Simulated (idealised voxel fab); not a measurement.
Process module under the name voxel released beams
cross-section cut | 250 nm wide | cells 5 nm
Bands, listed from the top down, are how a cross-section gets written in this document; the cross-section itself is a grid of square cells, and a band is one or more rows of them.
Band: top and bottom heights (nm) first, top before bottom; then materials from left to right, widths in nm. "everywhere" marks a sole material filling the band edge to edge. "empty" denotes empty space.
Counting heights begins at 0, where everything beneath is, in the wafer as received, one material. The lowest band has no bottom; it goes on downwards, as "0 -> down" shows.
Think of "30..40" as a width that walks from the first number to the second as you go down the band, top row to bottom row, taking equal-sized steps from row to row.
The designation "remained the same", where it is given for a processing step, indicates that no cell of the cross-section was altered in the course of that step.
"Internal closed voids" - sealed voids, min. 8 cells, no opening to top; format: width x height at distance (distance from left edge; nm throughout).
Post-settings text on a step line: simulator's own remark regarding the step.
"overlay nm", when on a step's line for a step with a mask, measures how far to the right of its planned place the mask lay; a negative measure means to the left.

Intended process steps
1 RECEIVE: material Si
2 CONFORMAL_DEP: material Al2O3, thk nm 10
3 DIRECTIONAL_DEP: material SiO2, thk nm 15
4 DIRECTIONAL_DEP: material aC, thk nm 15
5 PATTERN: tone open, mask id ANCHOR, material resist, width nm 35, thk nm 35, overlay nm 0
6 DIRECTIONAL_ETCH: etch materials aC, depth nm 15
7 STRIP: etch materials resist
8 DIRECTIONAL_ETCH: etch materials SiO2, depth nm 15
9 STRIP: etch materials aC
10 CONFORMAL_DEP: material W, thk nm 10
11 DIRECTIONAL_DEP: material aC, thk nm 10
12 PATTERN: tone cover, mask id BEAM, material resist, width nm 95, thk nm 25, overlay nm 0
13 DIRECTIONAL_ETCH: etch materials aC, depth nm 10
14 STRIP: etch materials resist
15 DIRECTIONAL_ETCH: etch materials W, depth nm 10
16 STRIP: etch materials aC
17 STRIP: etch materials SiO2

Delivered wafer in cross-section: state after step 1
	0 -> down  Si everywhere
	Internal closed voids: none

End-of-module cross-section. Starting structure and process plan as above; one mistake made in running it
	35 -> 25  empty=75 | W=95 | empty=80
	25 -> 15  Al2O3 everywhere
	15 -> 0  SiO2 everywhere
	0 -> down  Si everywhere
	Internal closed voids: none
Here's what went sideways: sequence error: steps 2 and 3 interchanged
